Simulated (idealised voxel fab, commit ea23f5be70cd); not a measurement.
This section sets out a process module, namely voxel released beams.
Cross-section cut spans 255 nm and uses square cells 5 nm in size.
Square cells in a grid make up a cross-section in this document, and the grid is given as bands, listed from the top down, each one or more rows of cells. Read a band's entry like this: the first values are the height of its top and the height of its bottom in nm, and what follows is the sequence of materials from left to right, each with its width in nm. Note that "blank" is empty space, and that a single material marked "edge to edge" reaches across the band from edge to edge. Heights are expressed relative to 0, this being the level below which the as-received wafer comprises one material exclusively. The lowest band is unbounded in the downward direction and is denoted as in "top 0, no bottom". Width: "30..40" (first number = top row, second number = bottom row, same change from row to row of cells). For the purposes of this document, the phrase "same as before" attached to a step denotes that no cell within the cross-section was modified by that step. Entry "Non-vented voids". Content: empty spaces with no open connection to the top, size 8 cells or greater. Each: width x height at distance. Distance: from left edge. Unit: nm. On each step's line, the part that comes after the settings is the simulator's own comment on the step. overlay nm: mask right of planned place by this much (step with mask). Neg. = left.

Steps in the process plan
1: RECEIVE | material Si
2: CONFORMAL_DEP | material SiN | thk nm 5
3: DIRECTIONAL_DEP | material SiO2 | thk nm 20
4: MASKED_ETCH | tone open | mask id ANCHOR | width nm 40 | etch materials SiO2 | depth nm 20 | overlay nm -15
5: CONFORMAL_DEP | material TiN | thk nm 15
6: DIRECTIONAL_DEP | material aC | thk nm 10
7: PATTERN | tone cover | mask id BEAM | material resist | width nm 85 | thk nm 25 | overlay nm 0
8: DIRECTIONAL_ETCH | etch materials aC | depth nm 10
9: STRIP | etch materials resist
10: DIRECTIONAL_ETCH | etch materials TiN | depth nm 15
11: STRIP | etch materials aC
12: STRIP | etch materials SiO2
The plan shows the overlay nm of step 4 as the first wafer had it; this setting differs between the wafers, which start out alike.

Cross-section of the first of several wafers as received (after step 1)
top 0, no bottom  Si edge to edge
Non-vented voids: none

The rows of the table below are wafers. Looking at the end of the module, a row counts, for every material, the cells the wafer has gained, shown as (+), or lost, shown as (-), since it was received; its closed voids come next
overlay nm -15; +51 SiN; +75 TiN; Non-vented voids: none
overlay nm -10; +51 SiN; +75 TiN; Non-vented voids: none
overlay nm -5; +51 SiN; +75 TiN; Non-vented voids: none
overlay nm 0; +51 SiN; +75 TiN; Non-vented voids: none
overlay nm 5; +51 SiN; +75 TiN; Non-vented voids: none
overlay nm 10; +51 SiN; +75 TiN; Non-vented voids: none
overlay nm 15; +51 SiN; +75 TiN; Non-vented voids: none
